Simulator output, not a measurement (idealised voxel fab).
This section sets out a process module, namely voxel capacitor over wiring.
Cross-section cut spans 265 nm and uses square cells 5 nm in size.
A cross-section in this document is a grid of square cells, and it is written down as bands, the top band listed before the ones below it; a band is made up of one or more rows of cells.
Heads up on the band format: heights come first, top then bottom, in nm. After that it's the materials left to right, each with its width in nm. A single material flagged "throughout" fills the whole band edge to edge, and "air" means there's empty space there.
Basically, 0 is our baseline, since under it the wafer straight out of the box is all one material. The bottom band has no lower end and keeps on going down, so it looks like "top 0, no bottom".
A two-number width, for instance "30 to 40", indicates that the width is equal to the first number in the top row of the band and to the second number in the bottom row, and that it changes by a constant amount per row of cells.
Any step labelled "everything unchanged" changed none of the cells in the cross-section.
You'll see "Encapsulated voids" listing empty spaces that have no way open to the top, as long as they're 8 cells or more; the notation is width x height at distance, where the distance is from the left edge, and all of it is in nm.
Read whatever lies past the settings on a step's line as the simulator's own remark about the step.
Steps that use a mask can have "overlay nm" on their line. It says how far the mask sat to the right of where it was meant to be. Negative means to the left.

-- So here's the lineup of process steps we planned
| 1 | RECEIVE | material Si |
| 2 | CONFORMAL_DEP | material SiO2 | thk nm 10 |
| 3 | DIRECTIONAL_DEP | material TiN | thk nm 5 |
| 4 | DIRECTIONAL_DEP | material W | thk nm 20 |
| 5 | PATTERN | tone cover | mask id METAL_1 | material resist | width nm 25 | pitch nm 75 | thk nm 20 | overlay nm 0 |
| 6 | DIRECTIONAL_ETCH | etch materials W | depth nm 20 |
| 7 | DIRECTIONAL_ETCH | etch materials TiN | depth nm 5 |
| 8 | STRIP | etch materials resist |
| 9 | FILL_DEP | material lowk | thk nm 10 |
| 10 | CMP | height nm 35 |
| 11 | CONFORMAL_DEP | material SiCN | thk nm 5 |
| 12 | DIRECTIONAL_DEP | material lowk | thk nm 20 |
| 13 | DIRECTIONAL_DEP | material aC | thk nm 15 |
| 14 | PATTERN | tone open | mask id PLUG_1 | material resist | width nm 15 | thk nm 30 | overlay nm 0 |
| 15 | DIRECTIONAL_ETCH | etch materials aC | depth nm 15 |
| 16 | STRIP | etch materials resist |
| 17 | DIRECTIONAL_ETCH | etch materials lowk | depth nm 20 |
| 18 | DIRECTIONAL_ETCH | etch materials SiCN | depth nm 5 |
| 19 | STRIP | etch materials aC |
| 20 | EPI | material Ru | thk nm 10 |
| 21 | EPI | material Ru | thk nm 10 |
| 22 | EPI | material Ru | thk nm 5 |
| 23 | DIRECTIONAL_DEP | material TiN | thk nm 5 |
| 24 | DIRECTIONAL_DEP | material SiN | thk nm 5 |
| 25 | DIRECTIONAL_DEP | material TiN | thk nm 10 |
| 26 | DIRECTIONAL_DEP | material aC | thk nm 15 |
| 27 | PATTERN | tone cover | mask id UPPER_PLATE | material resist | width nm 55 | thk nm 30 | overlay nm 0 |
| 28 | DIRECTIONAL_ETCH | etch materials aC | depth nm 15 |
| 29 | STRIP | etch materials resist |
| 30 | DIRECTIONAL_ETCH | etch materials TiN | depth nm 10 |
| 31 | DIRECTIONAL_ETCH | etch materials SiN | depth nm 5 |
| 32 | STRIP | etch materials aC |
| 33 | MASKED_ETCH | tone cover | mask id LOWER_PLATE | width nm 65 | etch materials TiN | depth nm 5 | overlay nm 0 |
| 34 | FILL_DEP | material SiO2 | thk nm 15 |
| 35 | CMP | height nm 90 |
| 36 | DIRECTIONAL_DEP | material aC | thk nm 15 |
| 37 | PATTERN | tone open | mask id PLUG_2 | material resist | width nm 15 | thk nm 30 | overlay nm 0 |
| 38 | DIRECTIONAL_ETCH | etch materials aC | depth nm 15 |
| 39 | STRIP | etch materials resist |
| 40 | DIRECTIONAL_ETCH | etch materials SiO2 | depth nm 10 |
| 41 | STRIP | etch materials aC |
| 42 | CONFORMAL_DEP | material TiN | thk nm 5 |
| 43 | FILL_DEP | material W | thk nm 10 |
| 44 | CMP | height nm 90 |
| 45 | CONFORMAL_DEP | material SiCN | thk nm 5 |

-- Delivered wafer in cross-section: state after step 1
    top 0, no bottom  Si throughout
    Encapsulated voids: none

-- Cross-section, end of module. Start: as above. Plan: as above. Execution: one mistake
    top 95, bottom 90  SiCN throughout
    top 90, bottom 85  100 SiO2 / 5 TiN / 5 W / 5 TiN / 150 SiO2
    top 85, bottom 80  100 SiO2 / 15 TiN / 150 SiO2
    top 80, bottom 70  90 SiO2 / 55 TiN / 120 SiO2
    top 70, bottom 65  90 SiO2 / 55 SiN / 120 SiO2
    top 65, bottom 60  85 SiO2 / 65 TiN / 115 SiO2
    top 60, bottom 40  90 lowk / 15 Ru / 160 lowk
    top 40, bottom 35  90 SiCN / 15 Ru / 160 SiCN
    top 35, bottom 15  80 lowk / 25 W / 50 lowk / 25 W / 85 lowk
    top 15, bottom 10  80 lowk / 25 TiN / 50 lowk / 25 TiN / 85 lowk
    top 10, bottom 0  lowk throughout
    top 0, no bottom  Si throughout
    Encapsulated voids: none
What was the processing mistake? step 2 did not happen as planned, as run it was CONFORMAL_DEP | material lowk | thk nm 10
